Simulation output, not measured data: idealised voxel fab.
The following is a process module called voxel double patterning.
Xsec cut, 290 nm wide, square cell size 5 nm.
Think of the cross-section as a grid of square cells. We describe it in bands, top to bottom, and each band covers one or more rows of those cells.
Top height, bottom height, nm. Materials left to right, width each, nm. Single material + "throughout" = fills band edge to edge. "air" = empty.
Beneath 0, the wafer as received is one material, and that level is where height counting begins. The lowest band goes on downward without a bottom; it is written like "0 -> down".
A two-number width, for instance "30..40", indicates that the width is equal to the first number in the top row of the band and to the second number in the bottom row, and that it changes by a constant amount per row of cells.
Where a step carries "nothing different", the cross-section came out of it unchanged, cell for cell.
Each empty space that has no open way to the top and spans at least 8 cells appears under "Enclosed cavity list" as width x height at distance, the distance counted from the left edge, all in nm.
Post-settings text on a step line: simulator's own remark regarding the step.
The optional step-line setting "overlay nm" applies to steps with a mask and quantifies how far to the right of its planned location the mask lay, a negative value indicating leftward placement.
These are the steps we planned for the process
1) RECEIVE with material Si
2) CONFORMAL_DEP with material SiO2, thk nm 5
3) DIRECTIONAL_DEP with material polySi, thk nm 10
4) DIRECTIONAL_DEP with material SiCN, thk nm 5
5) PATTERN with tone open, mask id FIRST, material resist, width nm 15, pitch nm 50, thk nm 20, overlay nm 0
6) DIRECTIONAL_ETCH with etch materials SiCN, depth nm 5
7) STRIP with etch materials resist
8) PATTERN with tone open, mask id SECOND, material resist, width nm 15, thk nm 15, overlay nm 0
9) DIRECTIONAL_ETCH with etch materials SiCN, depth nm 5
10) STRIP with etch materials resist
11) DIRECTIONAL_ETCH with etch materials polySi, depth nm 10
12) STRIP with etch materials SiCN
For this document, wafers share an identical start and vary in the step 8 width nm; the plan quotes the first wafer's value.
After step 1, as received: first of several wafers, cross-section
    0 -> down | Si throughout
    Enclosed cavity list: none
Here is the cross-section of the first of several wafers at the end of the module, after its last step, step 12
    15 -> 5 | 110 of polySi, 15 of air, 10 of polySi, 15 of air, 10 of polySi, 15 of air, 115 of polySi
    5 -> 0 | SiO2 throughout
    0 -> down | Si throughout
    Enclosed cavity list: none
So this is the cross-section on the last wafer at the end of the module
    15 -> 5 | 110 of polySi, 15 of air, 5 of polySi, 45 of air, 115 of polySi
    5 -> 0 | SiO2 throughout
    0 -> down | Si throughout
    Enclosed cavity list: none
Below is a per-wafer table. In it, each row describes the wafer at the end of the module by giving, for each material, the number of cells gained (+) or lost (-) since the wafer was received, and after that the closed voids of the wafer
width nm 15 | +58 SiO2 | +98 polySi | Enclosed cavity list: none
width nm 20 | +58 SiO2 | +96 polySi | Enclosed cavity list: none
width nm 25 | +58 SiO2 | +94 polySi | Enclosed cavity list: none
width nm 30 | +58 SiO2 | +92 polySi | Enclosed cavity list: none
